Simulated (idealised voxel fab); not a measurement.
Title: Process Module voxel gate over fins
The width of the displayed cross-section, cut, is 220 nm; its cells are square, with a size of 5 nm.
A cross-section is written here as square cells arranged in a grid, and it is given in bands from the top down, each band taking up one or more rows of cells. Each band's line starts with the height of the band's top and of its bottom, in nm. Then come its materials from left to right, each with its width in nm. One material with "full width" fills the band from edge to edge. "air" is empty space. A quick word on heights: they are counted from 0, and under that level the wafer as it came to us is one material throughout. The lowest band is different from the rest in having no bottom; it simply continues downward, written as in "z 0 and below". So if you see something like "30 to 40" for the width, read it as the top row of the band sitting at the first number and the bottom row at the second, with every row in between moving by the same amount as the last. Any step labelled "remained unchanged" changed none of the cells in the cross-section. Empty spaces counting at least 8 cells and having no open way to the top are listed in "Sealed void listing". The notation width x height at distance is used for each, the distance being from the left edge and all three values in nm. On each step's line, the part that comes after the settings is the simulator's own comment on the step. "overlay nm" on a masked step: distance the mask lay right of its planned place, negative for left.
### Process steps foreseen in the plan
| 1 | RECEIVE with material Si |
| 2 | CONFORMAL_DEP with material SiN, thk nm 10 |
| 3 | PATTERN with tone cover, mask id FINS, material resist, width nm 15, pitch nm 50, thk nm 20, overlay nm 0 |
| 4 | DIRECTIONAL_ETCH with etch materials SiN, depth nm 10 |
| 5 | DIRECTIONAL_ETCH with etch materials Si, depth nm 40 |
| 6 | STRIP with etch materials resist |
| 7 | OXIDIZE with depth nm 5 |
| 8 | FILL_DEP with material SiO2, thk nm 5 |
| 9 | CMP with height nm 10 |
| 10 | DIRECTIONAL_DEP with material aC, thk nm 10 |
| 11 | PATTERN with tone open, mask id RAIL, material resist, width nm 15, thk nm 25, overlay nm 0 |
| 12 | DIRECTIONAL_ETCH with etch materials aC, depth nm 10 |
| 13 | STRIP with etch materials resist |
| 14 | DIRECTIONAL_ETCH with etch materials SiO2, depth nm 45 |
| 15 | STRIP with etch materials aC |
| 16 | CONFORMAL_DEP with material TiN, thk nm 5 |
| 17 | FILL_DEP with material W, thk nm 10 |
| 18 | CMP with height nm 10 |
| 19 | SELECTIVE_ETCH with etch materials W Ru TiN, depth nm 30 |
| 20 | FILL_DEP with material SiO2, thk nm 5 |
| 21 | CMP with height nm 10 |
| 22 | SELECTIVE_ETCH with etch materials SiO2, depth nm 20 |
| 23 | STRIP with etch materials SiN |
| 24 | CONFORMAL_DEP with material HfO2, thk nm 5 |
| 25 | CONFORMAL_DEP with material TiN, thk nm 5 |
| 26 | FILL_DEP with material W, thk nm 15 |
| 27 | CMP with height nm 20 |
| 28 | CONFORMAL_DEP with material SiCN, thk nm 5 |
### Wafer, first of two, run as planned
### Wafer cross-section on receipt, i.e. after step 1
    z 0 and below: Si full width
    Sealed void listing: none
### Presented here is a cross-section of the wafer after step 2 has been performed
    z 10 to 0: SiN full width
    Whatever lies below 0 is exactly as it was before.
### Presented here is a cross-section of the wafer after step 3 has been performed
    z 30 to 10: air 25 nm, then resist 15 nm, then air 35 nm, then resist 15 nm, then air 35 nm, then resist 15 nm, then air 35 nm, then resist 15 nm, then air 30 nm
    Whatever lies below 10 is exactly as it was before.
### Presented here is a cross-section of the wafer after step 4 has been performed
    z 30 to 10: air 25 nm, then resist 15 nm, then air 35 nm, then resist 15 nm, then air 35 nm, then resist 15 nm, then air 35 nm, then resist 15 nm, then air 30 nm
    z 10 to 0: air 25 nm, then SiN 15 nm, then air 35 nm, then SiN 15 nm, then air 35 nm, then SiN 15 nm, then air 35 nm, then SiN 15 nm, then air 30 nm
    Whatever lies below 0 is exactly as it was before.
### Presented here is a cross-section of the wafer after step 5 has been performed
    z 30 to 10: air 25 nm, then resist 15 nm, then air 35 nm, then resist 15 nm, then air 35 nm, then resist 15 nm, then air 35 nm, then resist 15 nm, then air 30 nm
    z 10 to 0: air 25 nm, then SiN 15 nm, then air 35 nm, then SiN 15 nm, then air 35 nm, then SiN 15 nm, then air 35 nm, then SiN 15 nm, then air 30 nm
    z 0 to -40: air 25 nm, then Si 15 nm, then air 35 nm, then Si 15 nm, then air 35 nm, then Si 15 nm, then air 35 nm, then Si 15 nm, then air 30 nm
    Whatever lies below -40 is exactly as it was before.
### Presented here is a cross-section of the wafer after step 6 has been performed
    z 10 to 0: air 25 nm, then SiN 15 nm, then air 35 nm, then SiN 15 nm, then air 35 nm, then SiN 15 nm, then air 35 nm, then SiN 15 nm, then air 30 nm
    Whatever lies below 0 is exactly as it was before.
### Presented here is a cross-section of the wafer after step 7 has been performed
    z 10 to 0: air 25 nm, then SiN 15 nm, then air 35 nm, then SiN 15 nm, then air 35 nm, then SiN 15 nm, then air 35 nm, then SiN 15 nm, then air 30 nm
    z 0 to -40: air 25 nm, then SiO2 5 nm, then Si 5 nm, then SiO2 5 nm, then air 35 nm, then SiO2 5 nm, then Si 5 nm, then SiO2 5 nm, then air 35 nm, then SiO2 5 nm, then Si 5 nm, then SiO2 5 nm, then air 35 nm, then SiO2 5 nm, then Si 5 nm, then SiO2 5 nm, then air 30 nm
    z -40 to -45: SiO2 30 nm, then Si 5 nm, then SiO2 45 nm, then Si 5 nm, then SiO2 45 nm, then Si 5 nm, then SiO2 45 nm, then Si 5 nm, then SiO2 35 nm
    Whatever lies below -45 is exactly as it was before.
### Presented here is a cross-section of the wafer after step 8 has been performed
    z 15 to 10: SiO2 full width
    z 10 to 0: SiO2 25 nm, then SiN 15 nm, then SiO2 35 nm, then SiN 15 nm, then SiO2 35 nm, then SiN 15 nm, then SiO2 35 nm, then SiN 15 nm, then SiO2 30 nm
    z 0 to -45: SiO2 30 nm, then Si 5 nm, then SiO2 45 nm, then Si 5 nm, then SiO2 45 nm, then Si 5 nm, then SiO2 45 nm, then Si 5 nm, then SiO2 35 nm
    Whatever lies below -45 is exactly as it was before.
### Presented here is a cross-section of the wafer after step 9 has been performed
    z 10 to 0: SiO2 25 nm, then SiN 15 nm, then SiO2 35 nm, then SiN 15 nm, then SiO2 35 nm, then SiN 15 nm, then SiO2 35 nm, then SiN 15 nm, then SiO2 30 nm
    Whatever lies below 0 is exactly as it was before.
### Presented here is a cross-section of the wafer after step 10 has been performed
    z 20 to 10: aC full width
    Whatever lies below 10 is exactly as it was before.
### Presented here is a cross-section of the wafer after step 11 has been performed
    z 45 to 20: resist 50 nm, then air 15 nm, then resist 155 nm
    Whatever lies below 20 is exactly as it was before.
### Presented here is a cross-section of the wafer after step 12 has been performed
    z 35 to 20: resist 50 nm, then air 15 nm, then resist 155 nm
    z 20 to 10: aC 50 nm, then air 15 nm, then aC 155 nm
    Whatever lies below 10 is exactly as it was before.
### Presented here is a cross-section of the wafer after step 13 has been performed
    z 20 to 10: aC 50 nm, then air 15 nm, then aC 155 nm
    Whatever lies below 10 is exactly as it was before.
### Presented here is a cross-section of the wafer after step 14 has been performed
    z 20 to 10: aC 50 nm, then air 15 nm, then aC 155 nm
    z 10 to 0: SiO2 25 nm, then SiN 15 nm, then SiO2 10 nm, then air 15 nm, then SiO2 10 nm, then SiN 15 nm, then SiO2 35 nm, then SiN 15 nm, then SiO2 35 nm, then SiN 15 nm, then SiO2 30 nm
    z 0 to -35: SiO2 30 nm, then Si 5 nm, then SiO2 15 nm, then air 15 nm, then SiO2 15 nm, then Si 5 nm, then SiO2 45 nm, then Si 5 nm, then SiO2 45 nm, then Si 5 nm, then SiO2 35 nm
    Whatever lies below -35 is exactly as it was before.
### Presented here is a cross-section of the wafer after step 15 has been performed
    z 10 to 0: SiO2 25 nm, then SiN 15 nm, then SiO2 10 nm, then air 15 nm, then SiO2 10 nm, then SiN 15 nm, then SiO2 35 nm, then SiN 15 nm, then SiO2 35 nm, then SiN 15 nm, then SiO2 30 nm
    Whatever lies below 0 is exactly as it was before.
### Presented here is a cross-section of the wafer after step 16 has been performed
    z 15 to 10: TiN 55 nm, then air 5 nm, then TiN 160 nm
    z 10 to 0: SiO2 25 nm, then SiN 15 nm, then SiO2 10 nm, then TiN 5 nm, then air 5 nm, then TiN 5 nm, then SiO2 10 nm, then SiN 15 nm, then SiO2 35 nm, then SiN 15 nm, then SiO2 35 nm, then SiN 15 nm, then SiO2 30 nm
    z 0 to -30: SiO2 30 nm, then Si 5 nm, then SiO2 15 nm, then TiN 5 nm, then air 5 nm, then TiN 5 nm, then SiO2 15 nm, then Si 5 nm, then SiO2 45 nm, then Si 5 nm, then SiO2 45 nm, then Si 5 nm, then SiO2 35 nm
    z -30 to -35: SiO2 30 nm, then Si 5 nm, then SiO2 15 nm, then TiN 15 nm, then SiO2 15 nm, then Si 5 nm, then SiO2 45 nm, then Si 5 nm, then SiO2 45 nm, then Si 5 nm, then SiO2 35 nm
    Whatever lies below -35 is exactly as it was before.
### Presented here is a cross-section of the wafer after step 17 has been performed
    z 25 to 15: W full width
    z 15 to 10: TiN 55 nm, then W 5 nm, then TiN 160 nm
    z 10 to 0: SiO2 25 nm, then SiN 15 nm, then SiO2 10 nm, then TiN 5 nm, then W 5 nm, then TiN 5 nm, then SiO2 10 nm, then SiN 15 nm, then SiO2 35 nm, then SiN 15 nm, then SiO2 35 nm, then SiN 15 nm, then SiO2 30 nm
    z 0 to -30: SiO2 30 nm, then Si 5 nm, then SiO2 15 nm, then TiN 5 nm, then W 5 nm, then TiN 5 nm, then SiO2 15 nm, then Si 5 nm, then SiO2 45 nm, then Si 5 nm, then SiO2 45 nm, then Si 5 nm, then SiO2 35 nm
    Whatever lies below -30 is exactly as it was before.
### Presented here is a cross-section of the wafer after step 18 has been performed
    z 10 to 0: SiO2 25 nm, then SiN 15 nm, then SiO2 10 nm, then TiN 5 nm, then W 5 nm, then TiN 5 nm, then SiO2 10 nm, then SiN 15 nm, then SiO2 35 nm, then SiN 15 nm, then SiO2 35 nm, then SiN 15 nm, then SiO2 30 nm
    Whatever lies below 0 is exactly as it was before.
### Presented here is a cross-section of the wafer after step 19 has been performed
    z 10 to 0: SiO2 25 nm, then SiN 15 nm, then SiO2 10 nm, then air 15 nm, then SiO2 10 nm, then SiN 15 nm, then SiO2 35 nm, then SiN 15 nm, then SiO2 35 nm, then SiN 15 nm, then SiO2 30 nm
    z 0 to -20: SiO2 30 nm, then Si 5 nm, then SiO2 15 nm, then air 15 nm, then SiO2 15 nm, then Si 5 nm, then SiO2 45 nm, then Si 5 nm, then SiO2 45 nm, then Si 5 nm, then SiO2 35 nm
    Whatever lies below -20 is exactly as it was before.
### Presented here is a cross-section of the wafer after step 20 has been performed
    z 15 to 10: SiO2 full width
    z 10 to 0: SiO2 25 nm, then SiN 15 nm, then SiO2 35 nm, then SiN 15 nm, then SiO2 35 nm, then SiN 15 nm, then SiO2 35 nm, then SiN 15 nm, then SiO2 30 nm
    z 0 to -20: SiO2 30 nm, then Si 5 nm, then SiO2 45 nm, then Si 5 nm, then SiO2 45 nm, then Si 5 nm, then SiO2 45 nm, then Si 5 nm, then SiO2 35 nm
    Whatever lies below -20 is exactly as it was before.
### Presented here is a cross-section of the wafer after step 21 has been performed
    z 10 to 0: SiO2 25 nm, then SiN 15 nm, then SiO2 35 nm, then SiN 15 nm, then SiO2 35 nm, then SiN 15 nm, then SiO2 35 nm, then SiN 15 nm, then SiO2 30 nm
    Whatever lies below 0 is exactly as it was before.
### Presented here is a cross-section of the wafer after step 22 has been performed
    z 10 to 0: air 25 nm, then SiN 15 nm, then air 35 nm, then SiN 15 nm, then air 35 nm, then SiN 15 nm, then air 35 nm, then SiN 15 nm, then air 30 nm
    z 0 to -10: air 30 nm, then Si 5 nm, then air 45 nm, then Si 5 nm, then air 45 nm, then Si 5 nm, then air 45 nm, then Si 5 nm, then air 35 nm
    Whatever lies below -10 is exactly as it was before.
### Presented here is a cross-section of the wafer after step 23 has been performed
    z 0 to -10: air 30 nm, then Si 5 nm, then air 45 nm, then Si 5 nm, then air 45 nm, then Si 5 nm, then air 45 nm, then Si 5 nm, then air 35 nm
    Whatever lies below -10 is exactly as it was before.
### Presented here is a cross-section of the wafer after step 24 has been performed
    z 5 to 0: air 25 nm, then HfO2 15 nm, then air 35 nm, then HfO2 15 nm, then air 35 nm, then HfO2 15 nm, then air 35 nm, then HfO2 15 nm, then air 30 nm
    z 0 to -5: air 25 nm, then HfO2 5 nm, then Si 5 nm, then HfO2 5 nm, then air 35 nm, then HfO2 5 nm, then Si 5 nm, then HfO2 5 nm, then air 35 nm, then HfO2 5 nm, then Si 5 nm, then HfO2 5 nm, then air 35 nm, then HfO2 5 nm, then Si 5 nm, then HfO2 5 nm, then air 30 nm
    z -5 to -10: HfO2 30 nm, then Si 5 nm, then HfO2 45 nm, then Si 5 nm, then HfO2 45 nm, then Si 5 nm, then HfO2 45 nm, then Si 5 nm, then HfO2 35 nm
    Whatever lies below -10 is exactly as it was before.
### Presented here is a cross-section of the wafer after step 25 has been performed
    z 10 to 5: air 20 nm, then TiN 25 nm, then air 25 nm, then TiN 25 nm, then air 25 nm, then TiN 25 nm, then air 25 nm, then TiN 25 nm, then air 25 nm
    z 5 to 0: air 20 nm, then TiN 5 nm, then HfO2 15 nm, then TiN 5 nm, then air 25 nm, then TiN 5 nm, then HfO2 15 nm, then TiN 5 nm, then air 25 nm, then TiN 5 nm, then HfO2 15 nm, then TiN 5 nm, then air 25 nm, then TiN 5 nm, then HfO2 15 nm, then TiN 5 nm, then air 25 nm
    z 0 to -5: TiN 25 nm, then HfO2 5 nm, then Si 5 nm, then HfO2 5 nm, then TiN 35 nm, then HfO2 5 nm, then Si 5 nm, then HfO2 5 nm, then TiN 35 nm, then HfO2 5 nm, then Si 5 nm, then HfO2 5 nm, then TiN 35 nm, then HfO2 5 nm, then Si 5 nm, then HfO2 5 nm, then TiN 30 nm
    Whatever lies below -5 is exactly as it was before.
### Presented here is a cross-section of the wafer after step 26 has been performed
    z 25 to 10: W full width
    z 10 to 5: W 20 nm, then TiN 25 nm, then W 25 nm, then TiN 25 nm, then W 25 nm, then TiN 25 nm, then W 25 nm, then TiN 25 nm, then W 25 nm
    z 5 to 0: W 20 nm, then TiN 5 nm, then HfO2 15 nm, then TiN 5 nm, then W 25 nm, then TiN 5 nm, then HfO2 15 nm, then TiN 5 nm, then W 25 nm, then TiN 5 nm, then HfO2 15 nm, then TiN 5 nm, then W 25 nm, then TiN 5 nm, then HfO2 15 nm, then TiN 5 nm, then W 25 nm
    Whatever lies below 0 is exactly as it was before.
### Presented here is a cross-section of the wafer after step 27 has been performed
    z 20 to 10: W full width
    Whatever lies below 10 is exactly as it was before.
### Presented here is a cross-section of the wafer after step 28 has been performed
    z 25 to 20: SiCN full width
    Whatever lies below 20 is exactly as it was before.
### Now the other wafer: same start, same recipe, but we messed up one thing when running it. Up to and including step 10 it's the same as the first one
### Cross-section of the second wafer at the time step 11 of the plan should have ended
    z 45 to 20: resist 60 nm, then air 15 nm, then resist 145 nm
    Whatever lies below 20 is exactly as it was before.
### Cross-section of the second wafer at the time step 12 of the plan should have ended
    z 35 to 20: resist 60 nm, then air 15 nm, then resist 145 nm
    z 20 to 10: aC 60 nm, then air 15 nm, then aC 145 nm
    Whatever lies below 10 is exactly as it was before.
### Cross-section of the second wafer at the time step 13 of the plan should have ended
    z 20 to 10: aC 60 nm, then air 15 nm, then aC 145 nm
    Whatever lies below 10 is exactly as it was before.
### Cross-section of the second wafer at the time step 14 of the plan should have ended
    z 20 to 10: aC 60 nm, then air 15 nm, then aC 145 nm
    z 10 to 0: SiO2 25 nm, then SiN 15 nm, then SiO2 20 nm, then air 15 nm, then SiN 15 nm, then SiO2 35 nm, then SiN 15 nm, then SiO2 35 nm, then SiN 15 nm, then SiO2 30 nm
    z 0 to -35: SiO2 30 nm, then Si 5 nm, then SiO2 25 nm, then air 15 nm, then SiO2 5 nm, then Si 5 nm, then SiO2 45 nm, then Si 5 nm, then SiO2 45 nm, then Si 5 nm, then SiO2 35 nm
    Whatever lies below -35 is exactly as it was before.
### Cross-section of the second wafer at the time step 15 of the plan should have ended
    z 10 to 0: SiO2 25 nm, then SiN 15 nm, then SiO2 20 nm, then air 15 nm, then SiN 15 nm, then SiO2 35 nm, then SiN 15 nm, then SiO2 35 nm, then SiN 15 nm, then SiO2 30 nm
    Whatever lies below 0 is exactly as it was before.
### Cross-section of the second wafer at the time step 16 of the plan should have ended
    z 15 to 10: TiN 65 nm, then air 5 nm, then TiN 150 nm
    z 10 to 0: SiO2 25 nm, then SiN 15 nm, then SiO2 20 nm, then TiN 5 nm, then air 5 nm, then TiN 5 nm, then SiN 15 nm, then SiO2 35 nm, then SiN 15 nm, then SiO2 35 nm, then SiN 15 nm, then SiO2 30 nm
    z 0 to -30: SiO2 30 nm, then Si 5 nm, then SiO2 25 nm, then TiN 5 nm, then air 5 nm, then TiN 5 nm, then SiO2 5 nm, then Si 5 nm, then SiO2 45 nm, then Si 5 nm, then SiO2 45 nm, then Si 5 nm, then SiO2 35 nm
    z -30 to -35: SiO2 30 nm, then Si 5 nm, then SiO2 25 nm, then TiN 15 nm, then SiO2 5 nm, then Si 5 nm, then SiO2 45 nm, then Si 5 nm, then SiO2 45 nm, then Si 5 nm, then SiO2 35 nm
    Whatever lies below -35 is exactly as it was before.
### Cross-section of the second wafer at the time step 17 of the plan should have ended
    z 25 to 15: W full width
    z 15 to 10: TiN 65 nm, then W 5 nm, then TiN 150 nm
    z 10 to 0: SiO2 25 nm, then SiN 15 nm, then SiO2 20 nm, then TiN 5 nm, then W 5 nm, then TiN 5 nm, then SiN 15 nm, then SiO2 35 nm, then SiN 15 nm, then SiO2 35 nm, then SiN 15 nm, then SiO2 30 nm
    z 0 to -30: SiO2 30 nm, then Si 5 nm, then SiO2 25 nm, then TiN 5 nm, then W 5 nm, then TiN 5 nm, then SiO2 5 nm, then Si 5 nm, then SiO2 45 nm, then Si 5 nm, then SiO2 45 nm, then Si 5 nm, then SiO2 35 nm
    Whatever lies below -30 is exactly as it was before.
### Cross-section of the second wafer at the time step 18 of the plan should have ended
    z 10 to 0: SiO2 25 nm, then SiN 15 nm, then SiO2 20 nm, then TiN 5 nm, then W 5 nm, then TiN 5 nm, then SiN 15 nm, then SiO2 35 nm, then SiN 15 nm, then SiO2 35 nm, then SiN 15 nm, then SiO2 30 nm
    Whatever lies below 0 is exactly as it was before.
### Cross-section of the second wafer at the time step 19 of the plan should have ended
    z 10 to 0: SiO2 25 nm, then SiN 15 nm, then SiO2 20 nm, then air 15 nm, then SiN 15 nm, then SiO2 35 nm, then SiN 15 nm, then SiO2 35 nm, then SiN 15 nm, then SiO2 30 nm
    z 0 to -20: SiO2 30 nm, then Si 5 nm, then SiO2 25 nm, then air 15 nm, then SiO2 5 nm, then Si 5 nm, then SiO2 45 nm, then Si 5 nm, then SiO2 45 nm, then Si 5 nm, then SiO2 35 nm
    Whatever lies below -20 is exactly as it was before.
### Cross-section of the second wafer at the time step 20 of the plan should have ended
    z 15 to 10: SiO2 full width
    z 10 to 0: SiO2 25 nm, then SiN 15 nm, then SiO2 35 nm, then SiN 15 nm, then SiO2 35 nm, then SiN 15 nm, then SiO2 35 nm, then SiN 15 nm, then SiO2 30 nm
    z 0 to -20: SiO2 30 nm, then Si 5 nm, then SiO2 45 nm, then Si 5 nm, then SiO2 45 nm, then Si 5 nm, then SiO2 45 nm, then Si 5 nm, then SiO2 35 nm
    Whatever lies below -20 is exactly as it was before.
### Cross-section of the second wafer at the time step 21 of the plan should have ended
    z 10 to 0: SiO2 25 nm, then SiN 15 nm, then SiO2 35 nm, then SiN 15 nm, then SiO2 35 nm, then SiN 15 nm, then SiO2 35 nm, then SiN 15 nm, then SiO2 30 nm
    Whatever lies below 0 is exactly as it was before.
### Cross-section of the second wafer at the time step 22 of the plan should have ended
    z 10 to 0: air 25 nm, then SiN 15 nm, then air 35 nm, then SiN 15 nm, then air 35 nm, then SiN 15 nm, then air 35 nm, then SiN 15 nm, then air 30 nm
    z 0 to -10: air 30 nm, then Si 5 nm, then air 45 nm, then Si 5 nm, then air 45 nm, then Si 5 nm, then air 45 nm, then Si 5 nm, then air 35 nm
    Whatever lies below -10 is exactly as it was before.
### Cross-section of the second wafer at the time step 23 of the plan should have ended
    z 0 to -10: air 30 nm, then Si 5 nm, then air 45 nm, then Si 5 nm, then air 45 nm, then Si 5 nm, then air 45 nm, then Si 5 nm, then air 35 nm
    Whatever lies below -10 is exactly as it was before.
### Cross-section of the second wafer at the time step 24 of the plan should have ended
    z 5 to 0: air 25 nm, then HfO2 15 nm, then air 35 nm, then HfO2 15 nm, then air 35 nm, then HfO2 15 nm, then air 35 nm, then HfO2 15 nm, then air 30 nm
    z 0 to -5: air 25 nm, then HfO2 5 nm, then Si 5 nm, then HfO2 5 nm, then air 35 nm, then HfO2 5 nm, then Si 5 nm, then HfO2 5 nm, then air 35 nm, then HfO2 5 nm, then Si 5 nm, then HfO2 5 nm, then air 35 nm, then HfO2 5 nm, then Si 5 nm, then HfO2 5 nm, then air 30 nm
    z -5 to -10: HfO2 30 nm, then Si 5 nm, then HfO2 45 nm, then Si 5 nm, then HfO2 45 nm, then Si 5 nm, then HfO2 45 nm, then Si 5 nm, then HfO2 35 nm
    Whatever lies below -10 is exactly as it was before.
### Cross-section of the second wafer at the time step 25 of the plan should have ended
    z 10 to 5: air 20 nm, then TiN 25 nm, then air 25 nm, then TiN 25 nm, then air 25 nm, then TiN 25 nm, then air 25 nm, then TiN 25 nm, then air 25 nm
    z 5 to 0: air 20 nm, then TiN 5 nm, then HfO2 15 nm, then TiN 5 nm, then air 25 nm, then TiN 5 nm, then HfO2 15 nm, then TiN 5 nm, then air 25 nm, then TiN 5 nm, then HfO2 15 nm, then TiN 5 nm, then air 25 nm, then TiN 5 nm, then HfO2 15 nm, then TiN 5 nm, then air 25 nm
    z 0 to -5: TiN 25 nm, then HfO2 5 nm, then Si 5 nm, then HfO2 5 nm, then TiN 35 nm, then HfO2 5 nm, then Si 5 nm, then HfO2 5 nm, then TiN 35 nm, then HfO2 5 nm, then Si 5 nm, then HfO2 5 nm, then TiN 35 nm, then HfO2 5 nm, then Si 5 nm, then HfO2 5 nm, then TiN 30 nm
    Whatever lies below -5 is exactly as it was before.
### Cross-section of the second wafer at the time step 26 of the plan should have ended
    z 25 to 10: W full width
    z 10 to 5: W 20 nm, then TiN 25 nm, then W 25 nm, then TiN 25 nm, then W 25 nm, then TiN 25 nm, then W 25 nm, then TiN 25 nm, then W 25 nm
    z 5 to 0: W 20 nm, then TiN 5 nm, then HfO2 15 nm, then TiN 5 nm, then W 25 nm, then TiN 5 nm, then HfO2 15 nm, then TiN 5 nm, then W 25 nm, then TiN 5 nm, then HfO2 15 nm, then TiN 5 nm, then W 25 nm, then TiN 5 nm, then HfO2 15 nm, then TiN 5 nm, then W 25 nm
    Whatever lies below 0 is exactly as it was before.
### Cross-section of the second wafer at the time step 27 of the plan should have ended
    z 20 to 10: W full width
    Whatever lies below 10 is exactly as it was before.
### Cross-section of the second wafer at the time step 28 of the plan should have ended
    z 25 to 20: SiCN full width
    Whatever lies below 20 is exactly as it was before.
What was done differently from what was planned? note that step 11 departed from the planned setting and was carried out as PATTERN with tone open, mask id RAIL, material resist, width nm 15, thk nm 25, overlay nm 10
The two final wafers agree on how many cells each material fills and disagree on which cells those are.
